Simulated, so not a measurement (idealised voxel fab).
A process module follows: voxel ribs on slabs.
cross-section cut | 210 nm wide | cells 5 nm
If you're reading a cross-section in this doc, picture square cells in a grid; it comes to you as bands, top ones listed first down to the bottom, and a band can be one or more rows of cells.
What a band's entry tells you: where the top is and where the bottom is, as heights in nm, and after that what lies inside, material by material from left to right, each with its width in nm. Empty space is written as the word "empty", and a single material marked with the word "full width" occupies the band from edge to edge.
Height is counted from the level 0, under which the received wafer is composed throughout of one material. The lowest of the bands is not closed at the bottom but continues downward, in the notation "0..down".
It should be noted that a width expressed as "30 to 40" varies in equal increments from row to row of cells within the band, taking the value of the first number at the top row and that of the second number at the bottom row.
Take "left unchanged" at face value: in the step it is given for, the cross-section changed in none of its cells.
Entry "Completely enclosed voids" = empty spaces >= 8 cells with no open way to the top; each as width x height at distance, distance from left edge, all nm.
after a step's settings: what the simulator itself notes on the step
overlay nm: for a step with a mask, the amount by which the mask lay right of where it was planned; a negative amount means left of it.
Intended process steps:
1 RECEIVE (material Si)
2 DIRECTIONAL_DEP (material SiO2; thk nm 25)
3 DIRECTIONAL_DEP (material SiN; thk nm 25)
4 DIRECTIONAL_DEP (material aC; thk nm 10)
5 PATTERN (tone cover; mask id RIB; material resist; width nm 15; thk nm 25; overlay nm 0)
6 DIRECTIONAL_ETCH (etch materials aC; depth nm 10)
7 STRIP (etch materials resist)
8 DIRECTIONAL_ETCH (etch materials SiN; depth nm 20)
9 STRIP (etch materials aC)
10 PATTERN (tone cover; mask id SLAB; material resist; width nm 45; thk nm 15; overlay nm 0)
11 DIRECTIONAL_ETCH (etch materials SiN; depth nm 5)
12 STRIP (etch materials resist)
13 FILL_DEP (material SiO2; thk nm 20)
14 CMP (height nm 60)
15 DIRECTIONAL_DEP (material W; thk nm 10)
16 MASKED_ETCH (tone cover; mask id HEATER; width nm 25; etch materials W; depth nm 10; overlay nm 0)
17 CONFORMAL_DEP (material SiO2; thk nm 5)
As-received state of the wafer in cross-section, equivalent to post-step 1:
    0..down: Si full width
    Completely enclosed voids: none
Cross-section, first of two wafers, end of module, run as planned:
    75..70: empty 85 | SiO2 35 | empty 90
    70..65: empty 85 | SiO2 5 | W 25 | SiO2 5 | empty 90
    65..60: SiO2 90 | W 25 | SiO2 95
    60..50: SiO2 full width
    50..30: SiO2 95 | SiN 15 | SiO2 100
    30..25: SiO2 80 | SiN 45 | SiO2 85
    25..0: SiO2 full width
    0..down: Si full width
    Completely enclosed voids: none
Wafer two, sectioned after the module: the first wafer's start, the first wafer's plan, and one mistake in how it was run:
    75..70: empty 85 | SiO2 35 | empty 90
    70..65: empty 85 | SiO2 5 | W 25 | SiO2 5 | empty 90
    65..60: SiO2 90 | W 25 | SiO2 95
    60..40: SiO2 full width
    40..35: SiO2 80 | SiN 45 | SiO2 85
    35..25: aC full width
    25..0: SiO2 full width
    0..down: Si full width
    Completely enclosed voids: none
Processing error: steps 3 and 4 traded places in the executed sequence
Upon completion, the second wafer contains, in terms of cells, a greater or smaller amount of certain materials than the first wafer: -12 SiN; -72 SiO2; +84 aC
